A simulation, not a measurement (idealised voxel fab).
The document below concerns the process module designated voxel tone inversion.
Shown is cross-section cut, with a width of 235 nm and square cells of size 5 nm.
A cross-section is a grid of square cells, given in bands from the top down. A band is one or more rows of cells. It is stipulated that each band's entry specify, in nanometres, the height of the top of the band and then that of its bottom, followed by the materials of the band in left-to-right sequence, each together with its width in nanometres. A single material marked by the word "everywhere" is understood to fill the band from edge to edge; the word "blank" is understood to denote empty space. It should be noted that heights are counted from 0, beneath which the wafer as supplied is of one material throughout, and that the lowest band possesses no lower boundary but continues downward, as written in "0..down". A width such as "30..40" changes by the same amount from each row of cells to the next, from the band's top row to its bottom row. "nothing altered" for a step: no cell of the cross-section changed in that step. Enclosed voids (no open way to top), threshold 8 cells or more, entry "Closed voids list", notation width x height at distance, distance from left edge, nm. Formally, on a step line, whatever follows the settings is a remark that the simulator itself makes on the step. Each step line may optionally specify "overlay nm", which for a step with a mask gives the rightward distance between the mask's planned place and where it lay, a negative value indicating the leftward direction.

## This section lists the process steps that were planned
1 RECEIVE, material Si
2 CONFORMAL_DEP, material SiCN, thk nm 5
3 DIRECTIONAL_DEP, material aC, thk nm 15
4 PATTERN, tone cover, mask id POSTS, material resist, width nm 20, pitch nm 45, thk nm 25, overlay nm 0
5 DIRECTIONAL_ETCH, etch materials aC, depth nm 15
6 STRIP, etch materials resist
7 FILL_DEP, material SiO2, thk nm 5
8 CMP, height nm 20
9 STRIP, etch materials aC
10 CONFORMAL_DEP, material TiN, thk nm 5
11 FILL_DEP, material W, thk nm 10
12 CMP, height nm 20
13 CONFORMAL_DEP, material SiN, thk nm 5

## first wafer, as planned

## Incoming wafer in cross-section (state: after step 1)
	0..down  Si everywhere
	Closed voids list: none

## Wafer section view after processing step 2
	5..0  SiCN everywhere
	below 0: unchanged

## Wafer section view after processing step 3
	20..5  aC everywhere
	below 5: unchanged

## Wafer section view after processing step 4
	45..20  blank 85 nm / resist 20 nm / blank 25 nm / resist 20 nm / blank 85 nm
	below 20: unchanged

## Wafer section view after processing step 5
	30..20  blank 85 nm / resist 20 nm / blank 25 nm / resist 20 nm / blank 85 nm
	20..5  blank 85 nm / aC 20 nm / blank 25 nm / aC 20 nm / blank 85 nm
	below 5: unchanged

## Wafer section view after processing step 6
	20..5  blank 85 nm / aC 20 nm / blank 25 nm / aC 20 nm / blank 85 nm
	below 5: unchanged

## Wafer section view after processing step 7
	25..20  SiO2 everywhere
	20..5  SiO2 85 nm / aC 20 nm / SiO2 25 nm / aC 20 nm / SiO2 85 nm
	below 5: unchanged

## Wafer section view after processing step 8
	20..5  SiO2 85 nm / aC 20 nm / SiO2 25 nm / aC 20 nm / SiO2 85 nm
	below 5: unchanged

## Wafer section view after processing step 9
	20..5  SiO2 85 nm / blank 20 nm / SiO2 25 nm / blank 20 nm / SiO2 85 nm
	below 5: unchanged

## Wafer section view after processing step 10
	25..20  TiN 90 nm / blank 10 nm / TiN 35 nm / blank 10 nm / TiN 90 nm
	20..10  SiO2 85 nm / TiN 5 nm / blank 10 nm / TiN 5 nm / SiO2 25 nm / TiN 5 nm / blank 10 nm / TiN 5 nm / SiO2 85 nm
	10..5  SiO2 85 nm / TiN 20 nm / SiO2 25 nm / TiN 20 nm / SiO2 85 nm
	below 5: unchanged

## Wafer section view after processing step 11
	35..25  W everywhere
	25..20  TiN 90 nm / W 10 nm / TiN 35 nm / W 10 nm / TiN 90 nm
	20..10  SiO2 85 nm / TiN 5 nm / W 10 nm / TiN 5 nm / SiO2 25 nm / TiN 5 nm / W 10 nm / TiN 5 nm / SiO2 85 nm
	below 10: unchanged

## Wafer section view after processing step 12
	20..10  SiO2 85 nm / TiN 5 nm / W 10 nm / TiN 5 nm / SiO2 25 nm / TiN 5 nm / W 10 nm / TiN 5 nm / SiO2 85 nm
	below 10: unchanged

## Wafer section view after processing step 13
	25..20  SiN everywhere
	below 20: unchanged

## It is to be noted that the second wafer proceeded from the same initial state and according to the same plan as the first, although one mistake was committed in its execution; through step 11, inclusive, the two wafers share an identical history

## X-section, second wafer, when step 12 was due to finish
	10..5  SiO2 85 nm / TiN 20 nm / SiO2 25 nm / TiN 20 nm / SiO2 85 nm
	below 5: unchanged

## X-section, second wafer, when step 13 was due to finish
	15..10  SiN everywhere
	below 10: unchanged
In executing the process, a mistake was made relative to the plan: so step 12 ended up running with a different setting than we planned, it ran as CMP, height nm 10
It is noted that, at the conclusion of processing, the second wafer exhibits a higher or lower cell count for certain materials relative to the first: SiO2: 78 fewer, TiN: 8 fewer, W: 8 fewer
